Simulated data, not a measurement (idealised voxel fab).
Process module, titled voxel spacer lines
Shown is cross-section cut, with a width of 270 nm and square cells of size 5 nm.
For the purposes of this document, a cross-section shall be understood as a grid of square cells, specified as bands listed in top-to-bottom order, each band consisting of one or more rows of cells.
Read a band's entry like this: the first values are the height of its top and the height of its bottom in nm, and what follows is the sequence of materials from left to right, each with its width in nm. Note that "air" is empty space, and that a single material marked "everywhere" reaches across the band from edge to edge.
Beneath 0, the wafer as received is one material, and that level is where height counting begins. The lowest band goes on downward without a bottom; it is written like "z 0 and below".
So if you see something like "30..40" for the width, read it as the top row of the band sitting at the first number and the bottom row at the second, with every row in between moving by the same amount as the last.
The designation "same as before", where it is given for a processing step, indicates that no cell of the cross-section was altered in the course of that step.
The entry "Catalogued sealed voids" lists the empty spaces that cover at least 8 cells and have no open path to the top. Each is written as width x height at distance, where the distance is measured from the left edge and all three values are in nm.
Formally, on a step line, whatever follows the settings is a remark that the simulator itself makes on the step.
"overlay nm" on a masked step: distance the mask lay right of its planned place, negative for left.
## This section lists the process steps that were planned
1: RECEIVE,material Si
2: CONFORMAL_DEP,material SiO2,thk nm 10
3: DIRECTIONAL_DEP,material W,thk nm 15
4: DIRECTIONAL_DEP,material polySi,thk nm 30
5: PATTERN,tone cover,mask id MANDREL,material resist,width nm 25,pitch nm 80,thk nm 40,overlay nm 0
6: DIRECTIONAL_ETCH,etch materials polySi,depth nm 30
7: STRIP,etch materials resist
8: CONFORMAL_DEP,material SiN,thk nm 15
9: DIRECTIONAL_ETCH,etch materials SiN,depth nm 15
10: STRIP,etch materials polySi
11: DIRECTIONAL_ETCH,etch materials W,depth nm 15
12: STRIP,etch materials SiN
13: FILL_DEP,material SiO2,thk nm 10
14: CMP,height nm 25
## Account of the first of two wafers, which was processed as intended
## As received (post step 1): cross-section
	z 0 and below | Si everywhere
	Catalogued sealed voids: none
## after step 2
	z 10 to 0 | SiO2 everywhere
	Nothing below the height 0 has changed.
## after step 3
	z 25 to 10 | W everywhere
	Nothing below the height 10 has changed.
## after step 4
	z 55 to 25 | polySi everywhere
	Nothing below the height 25 has changed.
## after step 5
	z 95 to 55 | air: 80; resist: 25; air: 55; resist: 25; air: 85
	Nothing below the height 55 has changed.
## after step 6
	z 95 to 55 | air: 80; resist: 25; air: 55; resist: 25; air: 85
	z 55 to 25 | air: 80; polySi: 25; air: 55; polySi: 25; air: 85
	Nothing below the height 25 has changed.
## after step 7
	z 55 to 25 | air: 80; polySi: 25; air: 55; polySi: 25; air: 85
	Nothing below the height 25 has changed.
## after step 8
	z 70 to 55 | air: 65; SiN: 55; air: 25; SiN: 55; air: 70
	z 55 to 40 | air: 65; SiN: 15; polySi: 25; SiN: 15; air: 25; SiN: 15; polySi: 25; SiN: 15; air: 70
	z 40 to 25 | SiN: 80; polySi: 25; SiN: 55; polySi: 25; SiN: 85
	Nothing below the height 25 has changed.
## after step 9
	z 55 to 25 | air: 65; SiN: 15; polySi: 25; SiN: 15; air: 25; SiN: 15; polySi: 25; SiN: 15; air: 70
	Nothing below the height 25 has changed.
## after step 10
	z 55 to 25 | air: 65; SiN: 15; air: 25; SiN: 15; air: 25; SiN: 15; air: 25; SiN: 15; air: 70
	Nothing below the height 25 has changed.
## after step 11
	z 55 to 25 | air: 65; SiN: 15; air: 25; SiN: 15; air: 25; SiN: 15; air: 25; SiN: 15; air: 70
	z 25 to 10 | air: 65; W: 15; air: 25; W: 15; air: 25; W: 15; air: 25; W: 15; air: 70
	Nothing below the height 10 has changed.
## after step 12
	z 25 to 10 | air: 65; W: 15; air: 25; W: 15; air: 25; W: 15; air: 25; W: 15; air: 70
	Nothing below the height 10 has changed.
## after step 13
	z 35 to 25 | SiO2 everywhere
	z 25 to 10 | SiO2: 65; W: 15; SiO2: 25; W: 15; SiO2: 25; W: 15; SiO2: 25; W: 15; SiO2: 70
	Nothing below the height 10 has changed.
## after step 14
	z 25 to 10 | SiO2: 65; W: 15; SiO2: 25; W: 15; SiO2: 25; W: 15; SiO2: 25; W: 15; SiO2: 70
	Nothing below the height 10 has changed.
## Second wafer, same starting conditions and recipe as the first, one mistake in executing it, nothing differs from the first up to and including step 4
## when step 5 should have ended
	z 95 to 55 | air: 90; resist: 25; air: 55; resist: 25; air: 75
	Nothing below the height 55 has changed.
## when step 6 should have ended
	z 95 to 55 | air: 90; resist: 25; air: 55; resist: 25; air: 75
	z 55 to 25 | air: 90; polySi: 25; air: 55; polySi: 25; air: 75
	Nothing below the height 25 has changed.
## when step 7 should have ended
	z 55 to 25 | air: 90; polySi: 25; air: 55; polySi: 25; air: 75
	Nothing below the height 25 has changed.
## when step 8 should have ended
	z 70 to 55 | air: 75; SiN: 55; air: 25; SiN: 55; air: 60
	z 55 to 40 | air: 75; SiN: 15; polySi: 25; SiN: 15; air: 25; SiN: 15; polySi: 25; SiN: 15; air: 60
	z 40 to 25 | SiN: 90; polySi: 25; SiN: 55; polySi: 25; SiN: 75
	Nothing below the height 25 has changed.
## when step 9 should have ended
	z 55 to 25 | air: 75; SiN: 15; polySi: 25; SiN: 15; air: 25; SiN: 15; polySi: 25; SiN: 15; air: 60
	Nothing below the height 25 has changed.
## when step 10 should have ended
	z 55 to 25 | air: 75; SiN: 15; air: 25; SiN: 15; air: 25; SiN: 15; air: 25; SiN: 15; air: 60
	Nothing below the height 25 has changed.
## when step 11 should have ended
	z 55 to 25 | air: 75; SiN: 15; air: 25; SiN: 15; air: 25; SiN: 15; air: 25; SiN: 15; air: 60
	z 25 to 10 | air: 75; W: 15; air: 25; W: 15; air: 25; W: 15; air: 25; W: 15; air: 60
	Nothing below the height 10 has changed.
## when step 12 should have ended
	z 25 to 10 | air: 75; W: 15; air: 25; W: 15; air: 25; W: 15; air: 25; W: 15; air: 60
	Nothing below the height 10 has changed.
## when step 13 should have ended
	z 35 to 25 | SiO2 everywhere
	z 25 to 10 | SiO2: 75; W: 15; SiO2: 25; W: 15; SiO2: 25; W: 15; SiO2: 25; W: 15; SiO2: 60
	Nothing below the height 10 has changed.
## when step 14 should have ended
	z 25 to 10 | SiO2: 75; W: 15; SiO2: 25; W: 15; SiO2: 25; W: 15; SiO2: 25; W: 15; SiO2: 60
	Nothing below the height 10 has changed.
Deviation from plan: for step 5, the planned setting was not used; the step was instead run as PATTERN,tone cover,mask id MANDREL,material resist,width nm 25,pitch nm 80,thk nm 40,overlay nm 10
End check, second vs first wafer: material counts in cells match, positions do not.
